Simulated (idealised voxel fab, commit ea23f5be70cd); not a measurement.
The name of this process module is voxel ribs on slabs.
285 nm wide, 5 nm square cells: that's cross-section cut.
Cross-section layout: square cells on a grid; listed as bands, top to bottom; a band spans one or more cell rows.
Band: top height; bottom height; in nm. Then, left to right: material with width in nm, for each material. "throughout": a single material spanning edge to edge. "air": empty space.
Beneath 0, the wafer as received is one material, and that level is where height counting begins. The lowest band goes on downward without a bottom; it is written like "top 0, no bottom".
Per-row width for "30->40": begins at first number (top row of band), ends at second number (bottom row), increment between rows held constant.
Where the words "identical to before" appear for a step, the cross-section shows no cell changed by that step; every cell remained as before.
Reported under the label "Sealed-off cavities" are the empty spaces having no open way to the top and comprising 8 cells or more; the notation for each is width x height at distance, in which the distance is measured from the left edge and all three values are in nm.
Post-settings text on a step line: simulator's own remark regarding the step.
overlay nm: on a step with a mask, how far right of its planned place the mask lay; negative means left.
From here on the document is pairs. In a pair, the cross-section before one process step comes with the cross-section after it, and the latter goes no deeper than the lowest band that changed. What lies in between, the step and its settings, is written under the pair. A pair may be from a different run of this module on the same starting wafer than the pair above it, so it continues from that pair only where its entry headed "Incoming profile" says so.
Incoming profile:
    top 0, no bottom  Si throughout
    Sealed-off cavities: none
Post-Process View:
    top 25, bottom 0  SiO2 throughout
    For the remainder of the cross-section, below 0, there is no change.
    Sealed-off cavities: none
The two cross-sections above bracket this step: DIRECTIONAL_DEP with material SiO2, thk nm 25
Incoming profile: unchanged from the after cross-section in the pair immediately above; refer to that figure.
Post-Process View:
    top 50, bottom 25  polySi throughout
    For the remainder of the cross-section, below 25, there is no change.
    Sealed-off cavities: none
The two cross-sections above bracket this step: DIRECTIONAL_DEP with material polySi, thk nm 25
Incoming profile: unchanged from the after cross-section in the pair immediately above; refer to that figure.
Post-Process View:
    top 70, bottom 50  125 nm air  30 nm resist  130 nm air
    For the remainder of the cross-section, below 50, there is no change.
    Sealed-off cavities: none
The two cross-sections above bracket this step: PATTERN with tone cover, mask id RIB, material resist, width nm 30, thk nm 20, overlay nm 0
Incoming profile: unchanged from the after cross-section in the pair immediately above; refer to that figure.
Post-Process View:
    top 70, bottom 50  125 nm air  30 nm resist  130 nm air
    top 50, bottom 45  125 nm air  30 nm polySi  130 nm air
    For the remainder of the cross-section, below 45, there is no change.
    Sealed-off cavities: none
The two cross-sections above bracket this step: DIRECTIONAL_ETCH with etch materials polySi, depth nm 5
Incoming profile: unchanged from the after cross-section in the pair immediately above; refer to that figure.
Post-Process View:
    top 50, bottom 45  125 nm air  30 nm polySi  130 nm air
    For the remainder of the cross-section, below 45, there is no change.
    Sealed-off cavities: none
The two cross-sections above bracket this step: STRIP with etch materials resist
Incoming profile: unchanged from the after cross-section in the pair immediately above; refer to that figure.
Post-Process View:
    top 65, bottom 50  95 nm air  90 nm resist  100 nm air
    top 50, bottom 45  95 nm air  30 nm resist  30 nm polySi  30 nm resist  100 nm air
    For the remainder of the cross-section, below 45, there is no change.
    Sealed-off cavities: none
The two cross-sections above bracket this step: PATTERN with tone cover, mask id SLAB, material resist, width nm 90, thk nm 15, overlay nm 0
Incoming profile: unchanged from the after cross-section in the pair immediately above; refer to that figure.
Post-Process View:
    top 65, bottom 50  95 nm air  90 nm resist  100 nm air
    top 50, bottom 45  95 nm air  30 nm resist  30 nm polySi  30 nm resist  100 nm air
    top 45, bottom 25  95 nm air  90 nm polySi  100 nm air
    For the remainder of the cross-section, below 25, there is no change.
    Sealed-off cavities: none
The two cross-sections above bracket this step: DIRECTIONAL_ETCH with etch materials polySi, depth nm 20
Incoming profile: unchanged from the after cross-section in the pair immediately above; refer to that figure.
Post-Process View:
    top 50, bottom 45  125 nm air  30 nm polySi  130 nm air
    For the remainder of the cross-section, below 45, there is no change.
    Sealed-off cavities: none
The two cross-sections above bracket this step: STRIP with etch materials resist
Incoming profile: unchanged from the after cross-section in the pair immediately above; refer to that figure.
Post-Process View:
    top 70, bottom 50  SiO2 throughout
    top 50, bottom 45  125 nm SiO2  30 nm polySi  130 nm SiO2
    top 45, bottom 25  95 nm SiO2  90 nm polySi  100 nm SiO2
    For the remainder of the cross-section, below 25, there is no change.
    Sealed-off cavities: none
The two cross-sections above bracket this step: FILL_DEP with material SiO2, thk nm 20
Incoming profile: unchanged from the after cross-section in the pair immediately above; refer to that figure.
Post-Process View:
    top 65, bottom 50  SiO2 throughout
    For the remainder of the cross-section, below 50, there is no change.
    Sealed-off cavities: none
The two cross-sections above bracket this step: CMP with height nm 65
Incoming profile: unchanged from the after cross-section in the pair immediately above; refer to that figure.
Post-Process View:
    top 75, bottom 65  W throughout
    For the remainder of the cross-section, below 65, there is no change.
    Sealed-off cavities: none
The two cross-sections above bracket this step: DIRECTIONAL_DEP with material W, thk nm 10
Incoming profile: unchanged from the after cross-section in the pair immediately above; refer to that figure.
Post-Process View:
    top 75, bottom 65  120 nm air  40 nm W  125 nm air
    For the remainder of the cross-section, below 65, there is no change.
    Sealed-off cavities: none
The two cross-sections above bracket this step: MASKED_ETCH with tone cover, mask id HEATER, width nm 40, etch materials W, depth nm 10, overlay nm 0
Incoming profile: unchanged from the after cross-section in the pair immediately above; refer to that figure.
Post-Process View:
    top 85, bottom 75  110 nm air  60 nm SiO2  115 nm air
    top 75, bottom 65  120 nm SiO2  40 nm W  125 nm SiO2
    For the remainder of the cross-section, below 65, there is no change.
    Sealed-off cavities: none
The two cross-sections above bracket this step: CONFORMAL_DEP with material SiO2, thk nm 10
Incoming profile:
    top 50, bottom 25  polySi throughout
    top 25, bottom 0  SiO2 throughout
    top 0, no bottom  Si throughout
    Sealed-off cavities: none
Post-Process View:
    top 75, bottom 25  polySi throughout
    For the remainder of the cross-section, below 25, there is no change.
    Sealed-off cavities: none
The two cross-sections above bracket this step: DIRECTIONAL_DEP with material polySi, thk nm 25
Incoming profile: unchanged from the after cross-section in the pair immediately above; refer to that figure.
Post-Process View:
    top 95, bottom 75  125 nm air  30 nm resist  130 nm air
    For the remainder of the cross-section, below 75, there is no change.
    Sealed-off cavities: none
The two cross-sections above bracket this step: PATTERN with tone cover, mask id RIB, material resist, width nm 30, thk nm 20, overlay nm 0
Incoming profile: unchanged from the after cross-section in the pair immediately above; refer to that figure.
Post-Process View:
    top 95, bottom 75  125 nm air  30 nm resist  130 nm air
    top 75, bottom 70  125 nm air  30 nm polySi  130 nm air
    For the remainder of the cross-section, below 70, there is no change.
    Sealed-off cavities: none
The two cross-sections above bracket this step: DIRECTIONAL_ETCH with etch materials polySi, depth nm 5
Incoming profile: unchanged from the after cross-section in the pair immediately above; refer to that figure.
Post-Process View:
    top 75, bottom 70  125 nm air  30 nm polySi  130 nm air
    For the remainder of the cross-section, below 70, there is no change.
    Sealed-off cavities: none
The two cross-sections above bracket this step: STRIP with etch materials resist
Incoming profile: unchanged from the after cross-section in the pair immediately above; refer to that figure.
Post-Process View:
    top 90, bottom 75  95 nm air  90 nm resist  100 nm air
    top 75, bottom 70  95 nm air  30 nm resist  30 nm polySi  30 nm resist  100 nm air
    For the remainder of the cross-section, below 70, there is no change.
    Sealed-off cavities: none
The two cross-sections above bracket this step: PATTERN with tone cover, mask id SLAB, material resist, width nm 90, thk nm 15, overlay nm 0
Incoming profile: unchanged from the after cross-section in the pair immediately above; refer to that figure.
Post-Process View:
    top 90, bottom 75  95 nm air  90 nm resist  100 nm air
    top 75, bottom 70  95 nm air  30 nm resist  30 nm polySi  30 nm resist  100 nm air
    top 70, bottom 50  95 nm air  90 nm polySi  100 nm air
    For the remainder of the cross-section, below 50, there is no change.
    Sealed-off cavities: none
The two cross-sections above bracket this step: DIRECTIONAL_ETCH with etch materials polySi, depth nm 20
Incoming profile: unchanged from the after cross-section in the pair immediately above; refer to that figure.
Post-Process View:
    top 75, bottom 70  125 nm air  30 nm polySi  130 nm air
    For the remainder of the cross-section, below 70, there is no change.
    Sealed-off cavities: none
The two cross-sections above bracket this step: STRIP with etch materials resist
Incoming profile: unchanged from the after cross-section in the pair immediately above; refer to that figure.
Post-Process View:
    top 95, bottom 75  SiO2 throughout
    top 75, bottom 70  125 nm SiO2  30 nm polySi  130 nm SiO2
    top 70, bottom 50  95 nm SiO2  90 nm polySi  100 nm SiO2
    For the remainder of the cross-section, below 50, there is no change.
    Sealed-off cavities: none
The two cross-sections above bracket this step: FILL_DEP with material SiO2, thk nm 20
Incoming profile: unchanged from the after cross-section in the pair immediately above; refer to that figure.
Post-Process View:
    top 65, bottom 50  95 nm SiO2  90 nm polySi  100 nm SiO2
    For the remainder of the cross-section, below 50, there is no change.
    Sealed-off cavities: none
The two cross-sections above bracket this step: CMP with height nm 65
Incoming profile: unchanged from the after cross-section in the pair immediately above; refer to that figure.
Post-Process View:
    top 75, bottom 65  W throughout
    For the remainder of the cross-section, below 65, there is no change.
    Sealed-off cavities: none
The two cross-sections above bracket this step: DIRECTIONAL_DEP with material W, thk nm 10
Incoming profile: unchanged from the after cross-section in the pair immediately above; refer to that figure.
Post-Process View:
    top 75, bottom 65  120 nm air  40 nm W  125 nm air
    For the remainder of the cross-section, below 65, there is no change.
    Sealed-off cavities: none
The two cross-sections above bracket this step: MASKED_ETCH with tone cover, mask id HEATER, width nm 40, etch materials W, depth nm 10, overlay nm 0
Incoming profile: unchanged from the after cross-section in the pair immediately above; refer to that figure.
Post-Process View:
    top 85, bottom 75  110 nm air  60 nm SiO2  115 nm air
    top 75, bottom 65  120 nm SiO2  40 nm W  125 nm SiO2
    For the remainder of the cross-section, below 65, there is no change.
    Sealed-off cavities: none
The two cross-sections above bracket this step: CONFORMAL_DEP with material SiO2, thk nm 10
Incoming profile:
    top 0, no bottom  Si throughout
    Sealed-off cavities: none
Post-Process View:
    top 25, bottom 0  polySi throughout
    For the remainder of the cross-section, below 0, there is no change.
    Sealed-off cavities: none
The two cross-sections above bracket this step: DIRECTIONAL_DEP with material polySi, thk nm 25
Incoming profile: unchanged from the after cross-section in the pair immediately above; refer to that figure.
Post-Process View:
    top 50, bottom 25  SiO2 throughout
    For the remainder of the cross-section, below 25, there is no change.
    Sealed-off cavities: none
The two cross-sections above bracket this step: DIRECTIONAL_DEP with material SiO2, thk nm 25
Incoming profile: unchanged from the after cross-section in the pair immediately above; refer to that figure.
Post-Process View:
    top 70, bottom 50  125 nm air  30 nm resist  130 nm air
    For the remainder of the cross-section, below 50, there is no change.
    Sealed-off cavities: none
The two cross-sections above bracket this step: PATTERN with tone cover, mask id RIB, material resist, width nm 30, thk nm 20, overlay nm 0
Incoming profile: unchanged from the after cross-section in the pair immediately above; refer to that figure.
Post-Process View:
    top 50, bottom 25  SiO2 throughout
    For the remainder of the cross-section, below 25, there is no change.
    Sealed-off cavities: none
The two cross-sections above bracket this step: STRIP with etch materials resist
Incoming profile: unchanged from the after cross-section in the pair immediately above; refer to that figure.
Post-Process View:
    top 65, bottom 50  95 nm air  90 nm resist  100 nm air
    For the remainder of the cross-section, below 50, there is no change.
    Sealed-off cavities: none
The two cross-sections above bracket this step: PATTERN with tone cover, mask id SLAB, material resist, width nm 90, thk nm 15, overlay nm 0
Incoming profile: unchanged from the after cross-section in the pair immediately above; refer to that figure.
Post-Process View:
    top 50, bottom 25  SiO2 throughout
    For the remainder of the cross-section, below 25, there is no change.
    Sealed-off cavities: none
The two cross-sections above bracket this step: STRIP with etch materials resist
Incoming profile: unchanged from the after cross-section in the pair immediately above; refer to that figure.
Post-Process View:
    top 70, bottom 25  SiO2 throughout
    For the remainder of the cross-section, below 25, there is no change.
    Sealed-off cavities: none
The two cross-sections above bracket this step: FILL_DEP with material SiO2, thk nm 20
Incoming profile: unchanged from the after cross-section in the pair immediately above; refer to that figure.
Post-Process View:
    top 65, bottom 25  SiO2 throughout
    For the remainder of the cross-section, below 25, there is no change.
    Sealed-off cavities: none
The two cross-sections above bracket this step: CMP with height nm 65
Incoming profile: unchanged from the after cross-section in the pair immediately above; refer to that figure.
Post-Process View:
    top 75, bottom 65  W throughout
    For the remainder of the cross-section, below 65, there is no change.
    Sealed-off cavities: none
The two cross-sections above bracket this step: DIRECTIONAL_DEP with material W, thk nm 10
Incoming profile: unchanged from the after cross-section in the pair immediately above; refer to that figure.
Post-Process View:
    top 75, bottom 65  120 nm air  40 nm W  125 nm air
    For the remainder of the cross-section, below 65, there is no change.
    Sealed-off cavities: none
The two cross-sections above bracket this step: MASKED_ETCH with tone cover, mask id HEATER, width nm 40, etch materials W, depth nm 10, overlay nm 0
Incoming profile: unchanged from the after cross-section in the pair immediately above; refer to that figure.
Post-Process View:
    top 85, bottom 75  110 nm air  60 nm SiO2  115 nm air
    top 75, bottom 65  120 nm SiO2  40 nm W  125 nm SiO2
    For the remainder of the cross-section, below 65, there is no change.
    Sealed-off cavities: none
The two cross-sections above bracket this step: CONFORMAL_DEP with material SiO2, thk nm 10
Incoming profile:
    top 0, no bottom  Si throughout
    Sealed-off cavities: none
Post-Process View:
    top 35, bottom 0  SiO2 throughout
    For the remainder of the cross-section, below 0, there is no change.
    Sealed-off cavities: none
The two cross-sections above bracket this step: DIRECTIONAL_DEP with material SiO2, thk nm 35
Incoming profile: unchanged from the after cross-section in the pair immediately above; refer to that figure.
Post-Process View:
    top 60, bottom 35  polySi throughout
    For the remainder of the cross-section, below 35, there is no change.
    Sealed-off cavities: none
The two cross-sections above bracket this step: DIRECTIONAL_DEP with material polySi, thk nm 25
Incoming profile: unchanged from the after cross-section in the pair immediately above; refer to that figure.
Post-Process View:
    top 80, bottom 60  125 nm air  30 nm resist  130 nm air
    For the remainder of the cross-section, below 60, there is no change.
    Sealed-off cavities: none
The two cross-sections above bracket this step: PATTERN with tone cover, mask id RIB, material resist, width nm 30, thk nm 20, overlay nm 0
Incoming profile: unchanged from the after cross-section in the pair immediately above; refer to that figure.
Post-Process View:
    top 80, bottom 60  125 nm air  30 nm resist  130 nm air
    top 60, bottom 55  125 nm air  30 nm polySi  130 nm air
    For the remainder of the cross-section, below 55, there is no change.
    Sealed-off cavities: none
The two cross-sections above bracket this step: DIRECTIONAL_ETCH with etch materials polySi, depth nm 5
Incoming profile: unchanged from the after cross-section in the pair immediately above; refer to that figure.
Post-Process View:
    top 60, bottom 55  125 nm air  30 nm polySi  130 nm air
    For the remainder of the cross-section, below 55, there is no change.
    Sealed-off cavities: none
The two cross-sections above bracket this step: STRIP with etch materials resist
Incoming profile: unchanged from the after cross-section in the pair immediately above; refer to that figure.
Post-Process View:
    top 75, bottom 60  95 nm air  90 nm resist  100 nm air
    top 60, bottom 55  95 nm air  30 nm resist  30 nm polySi  30 nm resist  100 nm air
    For the remainder of the cross-section, below 55, there is no change.
    Sealed-off cavities: none
The two cross-sections above bracket this step: PATTERN with tone cover, mask id SLAB, material resist, width nm 90, thk nm 15, overlay nm 0
Incoming profile: unchanged from the after cross-section in the pair immediately above; refer to that figure.
Post-Process View:
    top 75, bottom 60  95 nm air  90 nm resist  100 nm air
    top 60, bottom 55  95 nm air  30 nm resist  30 nm polySi  30 nm resist  100 nm air
    top 55, bottom 35  95 nm air  90 nm polySi  100 nm air
    For the remainder of the cross-section, below 35, there is no change.
    Sealed-off cavities: none
The two cross-sections above bracket this step: DIRECTIONAL_ETCH with etch materials polySi, depth nm 20
Incoming profile: unchanged from the after cross-section in the pair immediately above; refer to that figure.
Post-Process View:
    top 60, bottom 55  125 nm air  30 nm polySi  130 nm air
    For the remainder of the cross-section, below 55, there is no change.
    Sealed-off cavities: none
The two cross-sections above bracket this step: STRIP with etch materials resist
Incoming profile: unchanged from the after cross-section in the pair immediately above; refer to that figure.
Post-Process View:
    top 80, bottom 60  SiO2 throughout
    top 60, bottom 55  125 nm SiO2  30 nm polySi  130 nm SiO2
    top 55, bottom 35  95 nm SiO2  90 nm polySi  100 nm SiO2
    For the remainder of the cross-section, below 35, there is no change.
    Sealed-off cavities: none
The two cross-sections above bracket this step: FILL_DEP with material SiO2, thk nm 20
Incoming profile: unchanged from the after cross-section in the pair immediately above; refer to that figure.
Post-Process View:
    top 65, bottom 60  SiO2 throughout
    For the remainder of the cross-section, below 60, there is no change.
    Sealed-off cavities: none
The two cross-sections above bracket this step: CMP with height nm 65
Incoming profile: unchanged from the after cross-section in the pair immediately above; refer to that figure.
Post-Process View:
    top 75, bottom 65  W throughout
    For the remainder of the cross-section, below 65, there is no change.
    Sealed-off cavities: none
The two cross-sections above bracket this step: DIRECTIONAL_DEP with material W, thk nm 10
Incoming profile: unchanged from the after cross-section in the pair immediately above; refer to that figure.
Post-Process View:
    top 75, bottom 65  120 nm air  40 nm W  125 nm air
    For the remainder of the cross-section, below 65, there is no change.
    Sealed-off cavities: none
The two cross-sections above bracket this step: MASKED_ETCH with tone cover, mask id HEATER, width nm 40, etch materials W, depth nm 10, overlay nm 0
Incoming profile: unchanged from the after cross-section in the pair immediately above; refer to that figure.
Post-Process View:
    top 85, bottom 75  110 nm air  60 nm SiO2  115 nm air
    top 75, bottom 65  120 nm SiO2  40 nm W  125 nm SiO2
    For the remainder of the cross-section, below 65, there is no change.
    Sealed-off cavities: none
The two cross-sections above bracket this step: CONFORMAL_DEP with material SiO2, thk nm 10
Incoming profile:
    top 50, bottom 25  polySi throughout
    top 25, bottom 0  SiO2 throughout
    top 0, no bottom  Si throughout
    Sealed-off cavities: none
Post-Process View:
    top 70, bottom 50  130 nm air  20 nm resist  135 nm air
    For the remainder of the cross-section, below 50, there is no change.
    Sealed-off cavities: none
The two cross-sections above bracket this step: PATTERN with tone cover, mask id RIB, material resist, width nm 20, thk nm 20, overlay nm 0
Incoming profile: unchanged from the after cross-section in the pair immediately above; refer to that figure.
Post-Process View:
    top 70, bottom 50  130 nm air  20 nm resist  135 nm air
    top 50, bottom 45  130 nm air  20 nm polySi  135 nm air
    For the remainder of the cross-section, below 45, there is no change.
    Sealed-off cavities: none
The two cross-sections above bracket this step: DIRECTIONAL_ETCH with etch materials polySi, depth nm 5
Incoming profile: unchanged from the after cross-section in the pair immediately above; refer to that figure.
Post-Process View:
    top 50, bottom 45  130 nm air  20 nm polySi  135 nm air
    For the remainder of the cross-section, below 45, there is no change.
    Sealed-off cavities: none
The two cross-sections above bracket this step: STRIP with etch materials resist
Incoming profile: unchanged from the after cross-section in the pair immediately above; refer to that figure.
Post-Process View:
    top 65, bottom 50  95 nm air  90 nm resist  100 nm air
    top 50, bottom 45  95 nm air  35 nm resist  20 nm polySi  35 nm resist  100 nm air
    For the remainder of the cross-section, below 45, there is no change.
    Sealed-off cavities: none
The two cross-sections above bracket this step: PATTERN with tone cover, mask id SLAB, material resist, width nm 90, thk nm 15, overlay nm 0
Incoming profile: unchanged from the after cross-section in the pair immediately above; refer to that figure.
Post-Process View:
    top 65, bottom 50  95 nm air  90 nm resist  100 nm air
    top 50, bottom 45  95 nm air  35 nm resist  20 nm polySi  35 nm resist  100 nm air
    top 45, bottom 25  95 nm air  90 nm polySi  100 nm air
    For the remainder of the cross-section, below 25, there is no change.
    Sealed-off cavities: none
The two cross-sections above bracket this step: DIRECTIONAL_ETCH with etch materials polySi, depth nm 20
Incoming profile: unchanged from the after cross-section in the pair immediately above; refer to that figure.
Post-Process View:
    top 50, bottom 45  130 nm air  20 nm polySi  135 nm air
    For the remainder of the cross-section, below 45, there is no change.
    Sealed-off cavities: none
The two cross-sections above bracket this step: STRIP with etch materials resist
Incoming profile: unchanged from the after cross-section in the pair immediately above; refer to that figure.
Post-Process View:
    top 70, bottom 50  SiO2 throughout
    top 50, bottom 45  130 nm SiO2  20 nm polySi  135 nm SiO2
    top 45, bottom 25  95 nm SiO2  90 nm polySi  100 nm SiO2
    For the remainder of the cross-section, below 25, there is no change.
    Sealed-off cavities: none
The two cross-sections above bracket this step: FILL_DEP with material SiO2, thk nm 20
Incoming profile: unchanged from the after cross-section in the pair immediately above; refer to that figure.
Post-Process View:
    top 65, bottom 50  SiO2 throughout
    For the remainder of the cross-section, below 50, there is no change.
    Sealed-off cavities: none
The two cross-sections above bracket this step: CMP with height nm 65
Incoming profile: unchanged from the after cross-section in the pair immediately above; refer to that figure.
Post-Process View:
    top 75, bottom 65  W throughout
    For the remainder of the cross-section, below 65, there is no change.
    Sealed-off cavities: none
The two cross-sections above bracket this step: DIRECTIONAL_DEP with material W, thk nm 10
Incoming profile: unchanged from the after cross-section in the pair immediately above; refer to that figure.
Post-Process View:
    top 75, bottom 65  120 nm air  40 nm W  125 nm air
    For the remainder of the cross-section, below 65, there is no change.
    Sealed-off cavities: none
The two cross-sections above bracket this step: MASKED_ETCH with tone cover, mask id HEATER, width nm 40, etch materials W, depth nm 10, overlay nm 0
Incoming profile: unchanged from the after cross-section in the pair immediately above; refer to that figure.
Post-Process View:
    top 85, bottom 75  110 nm air  60 nm SiO2  115 nm air
    top 75, bottom 65  120 nm SiO2  40 nm W  125 nm SiO2
    For the remainder of the cross-section, below 65, there is no change.
    Sealed-off cavities: none
The two cross-sections above bracket this step: CONFORMAL_DEP with material SiO2, thk nm 10
Incoming profile:
    top 75, bottom 65  W throughout
    top 65, bottom 50  SiO2 throughout
    top 50, bottom 45  125 nm SiO2  30 nm polySi  130 nm SiO2
    top 45, bottom 25  95 nm SiO2  90 nm polySi  100 nm SiO2
    top 25, bottom 0  SiO2 throughout
    top 0, no bottom  Si throughout
    Sealed-off cavities: none
Post-Process View:
    top 75, bottom 65  115 nm air  40 nm W  130 nm air
    For the remainder of the cross-section, below 65, there is no change.
    Sealed-off cavities: none
The two cross-sections above bracket this step: MASKED_ETCH with tone cover, mask id HEATER, width nm 40, etch materials W, depth nm 10, overlay nm -5
Incoming profile: unchanged from the after cross-section in the pair immediately above; refer to that figure.
Post-Process View:
    top 85, bottom 75  105 nm air  60 nm SiO2  120 nm air
    top 75, bottom 65  115 nm SiO2  40 nm W  130 nm SiO2
    For the remainder of the cross-section, below 65, there is no change.
    Sealed-off cavities: none
The two cross-sections above bracket this step: CONFORMAL_DEP with material SiO2, thk nm 10
Incoming profile:
    top 25, bottom 0  SiO2 throughout
    top 0, no bottom  Si throughout
    Sealed-off cavities: none
Post-Process View:
    top 50, bottom 25  W throughout
    For the remainder of the cross-section, below 25, there is no change.
    Sealed-off cavities: none
The two cross-sections above bracket this step: DIRECTIONAL_DEP with material W, thk nm 25
Incoming profile: unchanged from the after cross-section in the pair immediately above; refer to that figure.
Post-Process View:
    top 70, bottom 50  125 nm air  30 nm resist  130 nm air
    For the remainder of the cross-section, below 50, there is no change.
    Sealed-off cavities: none
The two cross-sections above bracket this step: PATTERN with tone cover, mask id RIB, material resist, width nm 30, thk nm 20, overlay nm 0
Incoming profile: unchanged from the after cross-section in the pair immediately above; refer to that figure.
Post-Process View:
    top 50, bottom 25  W throughout
    For the remainder of the cross-section, below 25, there is no change.
    Sealed-off cavities: none
The two cross-sections above bracket this step: STRIP with etch materials resist
Incoming profile: unchanged from the after cross-section in the pair immediately above; refer to that figure.
Post-Process View:
    top 65, bottom 50  95 nm air  90 nm resist  100 nm air
    For the remainder of the cross-section, below 50, there is no change.
    Sealed-off cavities: none
The two cross-sections above bracket this step: PATTERN with tone cover, mask id SLAB, material resist, width nm 90, thk nm 15, overlay nm 0
Incoming profile: unchanged from the after cross-section in the pair immediately above; refer to that figure.
Post-Process View:
    top 50, bottom 25  W throughout
    For the remainder of the cross-section, below 25, there is no change.
    Sealed-off cavities: none
The two cross-sections above bracket this step: STRIP with etch materials resist
Incoming profile: unchanged from the after cross-section in the pair immediately above; refer to that figure.
Post-Process View:
    top 70, bottom 50  SiO2 throughout
    For the remainder of the cross-section, below 50, there is no change.
    Sealed-off cavities: none
The two cross-sections above bracket this step: FILL_DEP with material SiO2, thk nm 20
Incoming profile: unchanged from the after cross-section in the pair immediately above; refer to that figure.
Post-Process View:
    top 65, bottom 50  SiO2 throughout
    For the remainder of the cross-section, below 50, there is no change.
    Sealed-off cavities: none
The two cross-sections above bracket this step: CMP with height nm 65
Incoming profile: unchanged from the after cross-section in the pair immediately above; refer to that figure.
Post-Process View:
    top 75, bottom 65  W throughout
    For the remainder of the cross-section, below 65, there is no change.
    Sealed-off cavities: none
The two cross-sections above bracket this step: DIRECTIONAL_DEP with material W, thk nm 10
Incoming profile: unchanged from the after cross-section in the pair immediately above; refer to that figure.
Post-Process View:
    top 75, bottom 65  120 nm air  40 nm W  125 nm air
    For the remainder of the cross-section, below 65, there is no change.
    Sealed-off cavities: none
The two cross-sections above bracket this step: MASKED_ETCH with tone cover, mask id HEATER, width nm 40, etch materials W, depth nm 10, overlay nm 0
Incoming profile: unchanged from the after cross-section in the pair immediately above; refer to that figure.
Post-Process View:
    top 85, bottom 75  110 nm air  60 nm SiO2  115 nm air
    top 75, bottom 65  120 nm SiO2  40 nm W  125 nm SiO2
    For the remainder of the cross-section, below 65, there is no change.
    Sealed-off cavities: none
The two cross-sections above bracket this step: CONFORMAL_DEP with material SiO2, thk nm 10
Incoming profile:
    top 75, bottom 65  W throughout
    top 65, bottom 50  SiO2 throughout
    top 50, bottom 45  125 nm SiO2  30 nm polySi  130 nm SiO2
    top 45, bottom 25  95 nm SiO2  90 nm polySi  100 nm SiO2
    top 25, bottom 0  SiO2 throughout
    top 0, no bottom  Si throughout
    Sealed-off cavities: none
Post-Process View:
    top 75, bottom 65  120 nm W  40 nm air  125 nm W
    For the remainder of the cross-section, below 65, there is no change.
    Sealed-off cavities: none
The two cross-sections above bracket this step: MASKED_ETCH with tone open, mask id HEATER, width nm 40, etch materials W, depth nm 10, overlay nm 0
Incoming profile: unchanged from the after cross-section in the pair immediately above; refer to that figure.
Post-Process View:
    top 85, bottom 75  130 nm SiO2  20 nm air  135 nm SiO2
    top 75, bottom 65  120 nm W  40 nm SiO2  125 nm W
    For the remainder of the cross-section, below 65, there is no change.
    Sealed-off cavities: none
The two cross-sections above bracket this step: CONFORMAL_DEP with material SiO2, thk nm 10
